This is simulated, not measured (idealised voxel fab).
voxel capacitor over wiring: a process module
Xsec cut, 215 nm wide, square cell size 5 nm.
Cross-section, as written here: a square-cell grid given band by band from the top down, where a band holds one or more rows of cells.
Band: top and bottom heights (nm) first, top before bottom; then materials from left to right, widths in nm. "edge to edge" marks a sole material filling the band edge to edge. "empty" denotes empty space.
Measure heights from 0. That's the level where, below it, the as-received wafer is all one material. The lowest band is bottomless and extends downward; write it as in "0 down".
It should be noted that a width expressed as "30..40" varies in equal increments from row to row of cells within the band, taking the value of the first number at the top row and that of the second number at the bottom row.
The cross-section has no changed cell in any step marked "all unchanged".
Enclosed void entries: empty space of 8 cells or more with no open way to the top, each as width x height at its distance from the left edge, in nm
Anything after a step's settings on that line? It's the simulator's own note about the step.
Steps that use a mask can have "overlay nm" on their line. It says how far the mask sat to the right of where it was meant to be. Negative means to the left.
Listed below are the process steps as planned:
1 RECEIVE, material Si
2 CONFORMAL_DEP, material SiO2, thk nm 15
3 CONFORMAL_DEP, material SiCN, thk nm 5
4 DIRECTIONAL_DEP, material SiO2, thk nm 20
5 MASKED_ETCH, tone open, mask id METAL_1, width nm 30, pitch nm 80, etch materials SiO2, depth nm 20, overlay nm 0
6 MASKED_ETCH, tone open, mask id METAL_1, width nm 30, pitch nm 80, etch materials SiCN, depth nm 5, overlay nm 0
7 CONFORMAL_DEP, material TiN, thk nm 5
8 FILL_DEP, material Cu, thk nm 10
9 CMP, height nm 40
10 CONFORMAL_DEP, material SiCN, thk nm 5
11 DIRECTIONAL_DEP, material lowk, thk nm 15
12 MASKED_ETCH, tone open, mask id PLUG_1, width nm 15, etch materials lowk, depth nm 15, overlay nm 0
13 MASKED_ETCH, tone open, mask id PLUG_1, width nm 15, etch materials SiCN, depth nm 5, overlay nm 0
14 CONFORMAL_DEP, material TiN, thk nm 5
15 FILL_DEP, material W, thk nm 10
16 CMP, height nm 60
17 DIRECTIONAL_DEP, material TiN, thk nm 10
18 DIRECTIONAL_DEP, material HfO2, thk nm 5
19 DIRECTIONAL_DEP, material TiN, thk nm 5
20 MASKED_ETCH, tone cover, mask id UPPER_PLATE, width nm 55, etch materials TiN, depth nm 5, overlay nm 0
21 MASKED_ETCH, tone cover, mask id UPPER_PLATE, width nm 55, etch materials HfO2, depth nm 5, overlay nm 0
22 MASKED_ETCH, tone cover, mask id LOWER_PLATE, width nm 65, etch materials TiN, depth nm 10, overlay nm 0
23 FILL_DEP, material SiO2, thk nm 20
24 CMP, height nm 95
25 MASKED_ETCH, tone open, mask id PLUG_2, width nm 15, etch materials SiO2, depth nm 15, overlay nm 0
26 CONFORMAL_DEP, material TiN, thk nm 5
27 FILL_DEP, material Cu, thk nm 10
28 CMP, height nm 95
29 CONFORMAL_DEP, material SiCN, thk nm 5
Here's what the wafer looked like in cross-section when it arrived - that's after step 1:
* 0 down | Si edge to edge
* Enclosed void entries: none
Here's the cross-section of the first of our two wafers at the end of the module - it ran as planned:
* 100 to 95 | SiCN edge to edge
* 95 to 85 | SiO2 75 nm | TiN 5 nm | Cu 5 nm | TiN 5 nm | SiO2 125 nm
* 85 to 75 | SiO2 75..65 nm | TiN 15..55 nm | SiO2 125..95 nm
* 75 to 70 | SiO2 65 nm | HfO2 55 nm | SiO2 95 nm
* 70 to 60 | SiO2 60 nm | TiN 65 nm | SiO2 90 nm
* 60 to 45 | lowk 65 nm | TiN 5 nm | W 5 nm | TiN 5 nm | lowk 135 nm
* 45 to 40 | SiCN 65 nm | TiN 15 nm | SiCN 135 nm
* 40 to 20 | SiO2 50 nm | TiN 5 nm | Cu 20 nm | TiN 5 nm | SiO2 50 nm | TiN 5 nm | Cu 20 nm | TiN 5 nm | SiO2 55 nm
* 20 to 15 | SiCN 50 nm | TiN 30 nm | SiCN 50 nm | TiN 30 nm | SiCN 55 nm
* 15 to 0 | SiO2 edge to edge
* 0 down | Si edge to edge
* Enclosed void entries: none
The second wafer, shown in cross-section after the module: started the same way as the first and given the same plan, yet one mistake crept into how it was run:
* 100 to 95 | SiCN edge to edge
* 95 to 85 | SiO2 75 nm | TiN 5 nm | Cu 5 nm | TiN 5 nm | SiO2 125 nm
* 85 to 75 | SiO2 75..65 nm | TiN 15..55 nm | SiO2 125..95 nm
* 75 to 70 | SiO2 65 nm | HfO2 55 nm | SiO2 95 nm
* 70 to 60 | SiO2 55 nm | TiN 75 nm | SiO2 85 nm
* 60 to 45 | lowk 65 nm | TiN 5 nm | W 5 nm | TiN 5 nm | lowk 135 nm
* 45 to 40 | SiCN 65 nm | TiN 15 nm | SiCN 135 nm
* 40 to 20 | SiO2 50 nm | TiN 5 nm | Cu 20 nm | TiN 5 nm | SiO2 50 nm | TiN 5 nm | Cu 20 nm | TiN 5 nm | SiO2 55 nm
* 20 to 15 | SiCN 50 nm | TiN 30 nm | SiCN 50 nm | TiN 30 nm | SiCN 55 nm
* 15 to 0 | SiO2 edge to edge
* 0 down | Si edge to edge
* Enclosed void entries: none
The mistake made against the process plan was this: step 22 was run on a setting that differed from the plan, and what really ran there is MASKED_ETCH, tone cover, mask id LOWER_PLATE, width nm 75, etch materials TiN, depth nm 10, overlay nm 0
The final cell counts differ between the wafers, with the second having more or fewer of some materials than the first: 4 fewer of SiO2, 4 more of TiN
